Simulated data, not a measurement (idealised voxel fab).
Herein follows the process module entitled voxel wiring stack.
Section shown: cut. Width: 185 nm. Cell size: 5 nm, square.
A cross-section is written here as square cells arranged in a grid, and it is given in bands from the top down, each band taking up one or more rows of cells. For a band, the entry starts with two heights in nm, that of the top and then that of the bottom, and carries on with the band's materials in order from left to right, each alongside its width in nm; the word "everywhere" beside a single material means it fills the band edge to edge, and "blank" means empty space. A quick word on heights: they are counted from 0, and under that level the wafer as it came to us is one material throughout. The lowest band is different from the rest in having no bottom; it simply continues downward, written as in "top 0, no bottom". Per-row width for "30 to 40": begins at first number (top row of band), ends at second number (bottom row), increment between rows held constant. "left unchanged", as given for a step, is the statement that not any cell of the cross-section underwent a change during that step. Closed empty spaces (no open way to the top) of 8 cells or more are what "Enclosed void inventory" lists, each as width x height at distance from the left edge, nm for all three. Read whatever lies past the settings on a step's line as the simulator's own remark about the step. "overlay nm", when on a step's line for a step with a mask, measures how far to the right of its planned place the mask lay; a negative measure means to the left.
**The planned process steps are enumerated hereunder**
1) op RECEIVE | material Si
2) op CONFORMAL_DEP | material SiO2 | thk nm 10
3) op DIRECTIONAL_DEP | material TiN | thk nm 5
4) op DIRECTIONAL_DEP | material Ru | thk nm 25
5) op MASKED_ETCH | tone cover | mask id METAL_1 | width nm 20 | pitch nm 45 | etch materials Ru | depth nm 25 | overlay nm 0
6) op MASKED_ETCH | tone cover | mask id METAL_1 | width nm 20 | pitch nm 45 | etch materials TiN | depth nm 5 | overlay nm 0
7) op CONFORMAL_DEP | material SiCN | thk nm 5
8) op FILL_DEP | material SiO2 | thk nm 10
9) op CMP | height nm 40
10) op CONFORMAL_DEP | material SiCN | thk nm 5
11) op DIRECTIONAL_DEP | material SiO2 | thk nm 15
12) op MASKED_ETCH | tone open | mask id PLUG_1 | width nm 15 | pitch nm 45 | etch materials SiO2 | depth nm 15 | overlay nm 0
13) op MASKED_ETCH | tone open | mask id PLUG_1 | width nm 15 | pitch nm 45 | etch materials SiCN | depth nm 5 | overlay nm 0
14) op EPI | material Ru | thk nm 10
15) op EPI | material Ru | thk nm 10
16) op DIRECTIONAL_DEP | material TiN | thk nm 5
17) op DIRECTIONAL_DEP | material Ru | thk nm 20
18) op DIRECTIONAL_DEP | material aC | thk nm 15
19) op PATTERN | tone cover | mask id METAL_2 | material resist | width nm 20 | pitch nm 45 | thk nm 30 | overlay nm 0
20) op DIRECTIONAL_ETCH | etch materials aC | depth nm 15
21) op STRIP | etch materials resist
22) op DIRECTIONAL_ETCH | etch materials Ru | depth nm 20
23) op DIRECTIONAL_ETCH | etch materials TiN | depth nm 5
24) op STRIP | etch materials aC
25) op FILL_DEP | material lowk | thk nm 5
26) op CMP | height nm 85
27) op CONFORMAL_DEP | material SiCN | thk nm 5
**The cross-section here shows the wafer as received, i.e. in its state after step 1**
> top 0, no bottom = Si everywhere
> Enclosed void inventory: none
**Cross-sectional image of the first of two wafers at the end of the module, the run having proceeded as planned**
> top 90, bottom 85 = SiCN everywhere
> top 85, bottom 65 = lowk (35) / Ru (20) / lowk (25) / Ru (20) / lowk (25) / Ru (20) / lowk (40)
> top 65, bottom 60 = lowk (35) / TiN (20) / lowk (25) / TiN (20) / lowk (25) / TiN (20) / lowk (40)
> top 60, bottom 45 = SiO2 (35) / Ru (15) / SiO2 (30) / Ru (15) / SiO2 (30) / Ru (15) / SiO2 (45)
> top 45, bottom 40 = SiCN (35) / Ru (15) / SiCN (30) / Ru (15) / SiCN (30) / Ru (15) / SiCN (45)
> top 40, bottom 15 = SiO2 (30) / SiCN (5) / Ru (20) / SiCN (5) / SiO2 (15) / SiCN (5) / Ru (20) / SiCN (5) / SiO2 (15) / SiCN (5) / Ru (20) / SiCN (5) / SiO2 (35)
> top 15, bottom 10 = SiCN (35) / TiN (20) / SiCN (25) / TiN (20) / SiCN (25) / TiN (20) / SiCN (40)
> top 10, bottom 0 = SiO2 everywhere
> top 0, no bottom = Si everywhere
> Enclosed void inventory: none
**The second wafer, shown in cross-section after the module: started the same way as the first and given the same plan, yet one mistake crept into how it was run**
> top 90, bottom 85 = SiCN everywhere
> top 85, bottom 65 = lowk (35) / Ru (20) / lowk (25) / Ru (20) / lowk (25) / Ru (20) / lowk (40)
> top 65, bottom 60 = lowk (35) / TiN (20) / lowk (25) / TiN (20) / lowk (25) / TiN (20) / lowk (40)
> top 60, bottom 45 = SiO2 (35) / Ru (15) / SiO2 (30) / Ru (15) / SiO2 (30) / Ru (15) / SiO2 (45)
> top 45, bottom 40 = SiCN (35) / Ru (15) / SiCN (30) / Ru (15) / SiCN (30) / Ru (15) / SiCN (45)
> top 40, bottom 20 = SiO2 (30) / SiCN (5) / Ru (20) / SiCN (5) / SiO2 (15) / SiCN (5) / Ru (20) / SiCN (5) / SiO2 (15) / SiCN (5) / Ru (20) / SiCN (5) / SiO2 (35)
> top 20, bottom 15 = SiCN (35) / Ru (20) / SiCN (25) / Ru (20) / SiCN (25) / Ru (20) / SiCN (40)
> top 15, bottom 5 = SiO2 everywhere
> top 5, bottom 0 = TiN everywhere
> top 0, no bottom = Si everywhere
> Enclosed void inventory: none
Short version of what went wrong: swap of plan steps 2 and 3 during execution
Final difference in cells, second wafer against first, listed per material as more or fewer: SiCN -6 | SiO2 -19 | TiN +25
